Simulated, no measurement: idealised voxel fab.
process module | voxel self aligned vias
Pictured: cross-section cut, 235 nm wide, on a grid of 5 nm square cells.
This document writes a cross-section as a grid whose cells are square, and gives it as bands, listed from the top down; one or more rows of cells form a band. For a band, the entry starts with two heights in nm, that of the top and then that of the bottom, and carries on with the band's materials in order from left to right, each alongside its width in nm; the word "edge to edge" beside a single material means it fills the band edge to edge, and "empty" means empty space. Height datum 0, below which the as-received substrate wafer is one material. Lowest band open at the bottom, running downward: "0 -> down". Per-row width for "30..40": begins at first number (top row of band), ends at second number (bottom row), increment between rows held constant. Take "everything unchanged" at face value: in the step it is given for, the cross-section changed in none of its cells. "Fully sealed voids" specifies each empty space that is not open to the top and that occupies no fewer than 8 cells, using the form width x height at distance, the distance measured from the left edge and all three quantities in nm. It should be noted that, on the line of a given step, the content following the step's settings is a remark produced by the simulator itself with respect to that step. overlay nm: step with mask; distance mask lay right of planned place; negative value = left of planned place.

Process steps foreseen in the plan:
1) RECEIVE, material Si
2) CONFORMAL_DEP, material SiO2, thk nm 10
3) CONFORMAL_DEP, material SiCN, thk nm 5
4) DIRECTIONAL_DEP, material lowk, thk nm 20
5) PATTERN, tone open, mask id LINES, material resist, width nm 25, pitch nm 65, thk nm 15, overlay nm 0
6) DIRECTIONAL_ETCH, etch materials lowk, depth nm 20
7) STRIP, etch materials resist
8) CONFORMAL_DEP, material TiN, thk nm 5
9) FILL_DEP, material Ru, thk nm 5
10) CMP, height nm 35
11) SELECTIVE_ETCH, etch materials W Ru TiN, depth nm 10
12) FILL_DEP, material SiN, thk nm 10
13) CMP, height nm 35
14) DIRECTIONAL_DEP, material lowk, thk nm 20
15) DIRECTIONAL_DEP, material aC, thk nm 10
16) PATTERN, tone open, mask id VIAS, material resist, width nm 35, thk nm 30, overlay nm 0
17) DIRECTIONAL_ETCH, etch materials aC, depth nm 10
18) STRIP, etch materials resist
19) DIRECTIONAL_ETCH, etch materials lowk, depth nm 20
20) DIRECTIONAL_ETCH, etch materials SiN, depth nm 10
21) STRIP, etch materials aC
22) CONFORMAL_DEP, material TiN, thk nm 5
23) FILL_DEP, material W, thk nm 10
24) CMP, height nm 55
25) CONFORMAL_DEP, material SiN, thk nm 5

As received, after step 1:
0 -> down  Si edge to edge
Fully sealed voids: none

Starting wafer: above. Plan: above. Run: one mistake. Cross-section after the module: below:
60 -> 55  SiN edge to edge
55 -> 40  lowk 65, TiN 5, W 25, TiN 5, lowk 135
40 -> 35  lowk 65, TiN 10, W 15, TiN 10, lowk 135
35 -> 30  lowk 70, TiN 5, W 15, TiN 5, lowk 40, SiN 25, lowk 75
30 -> 25  lowk 70, TiN 25, lowk 40, SiN 25, lowk 75
25 -> 20  lowk 70, TiN 5, Ru 15, TiN 5, lowk 40, TiN 5, Ru 15, TiN 5, lowk 75
20 -> 15  lowk 70, TiN 25, lowk 40, TiN 25, lowk 75
15 -> 5  SiO2 edge to edge
5 -> 0  SiCN edge to edge
0 -> down  Si edge to edge
Fully sealed voids: none
What was done differently from what was planned? it was found that steps 2 and 3 of the process plan had been performed in exchanged positions
